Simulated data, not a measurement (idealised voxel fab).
This section sets out a process module, namely voxel plated lines.
Xsec cut, 230 nm wide, square cell size 5 nm.
Cross-section, as written here: a square-cell grid given band by band from the top down, where a band holds one or more rows of cells.
What a band's entry tells you: where the top is and where the bottom is, as heights in nm, and after that what lies inside, material by material from left to right, each with its width in nm. Empty space is written as the word "empty", and a single material marked with the word "full width" occupies the band from edge to edge.
The level at which height equals 0 is the one under which the wafer, as it arrives, is entirely one material. No lower edge exists for the bottom band, which continues downward and is notated as in "0 nm and below".
You'd read "30..40" like this: the band's top row of cells is as wide as the first number, its bottom row is as wide as the second, and going down, every row changes width by the same amount as the row before did.
"no alterations made" for a step: no cell of the cross-section changed in that step.
This entry, "Cavities, sealed", enumerates those empty regions of no fewer than 8 cells that possess no open connection to the top. Each region is reported in the form width x height at distance, the distance being taken from the left edge, with all three quantities expressed in nm.
The remark found on a step's line after its settings is issued by the simulator itself and pertains to that step.
When a step includes a mask, the "overlay nm" setting on its line states how far to the right of its planned place that mask lay, and negative values state how far to the left.
Planned step list for the process
- 1: RECEIVE with material Si
- 2: CONFORMAL_DEP with material SiN, thk nm 15
- 3: DIRECTIONAL_DEP with material TiN, thk nm 5
- 4: PATTERN with tone open, mask id LINES, material resist, width nm 15, pitch nm 35, thk nm 20, overlay nm -15
- 5: EPI with material Ru, thk nm 5
- 6: STRIP with etch materials resist
- 7: DIRECTIONAL_ETCH with etch materials TiN, depth nm 5
- 8: CONFORMAL_DEP with material SiN, thk nm 10
Be aware that, although all wafers share a common starting state, the overlay nm at step 4 differs among them, and the plan displays the first wafer's value.
Cross-section of the first of several wafers on receipt, reflecting completion of step 1
  0 nm and below = Si full width
  Cavities, sealed: none
Gained (+) or lost (-) cells of each material since receipt, then closed voids: one row per wafer, at the end of the module
overlay nm -15; +12 Ru; +262 SiN; +12 TiN; Cavities, sealed: none
overlay nm -10; +12 Ru; +262 SiN; +12 TiN; Cavities, sealed: none
overlay nm -5; +12 Ru; +262 SiN; +12 TiN; Cavities, sealed: none
overlay nm 0; +12 Ru; +262 SiN; +12 TiN; Cavities, sealed: none
overlay nm 5; +12 Ru; +262 SiN; +12 TiN; Cavities, sealed: none
overlay nm 10; +12 Ru; +262 SiN; +12 TiN; Cavities, sealed: none
overlay nm 15; +12 Ru; +262 SiN; +12 TiN; Cavities, sealed: none
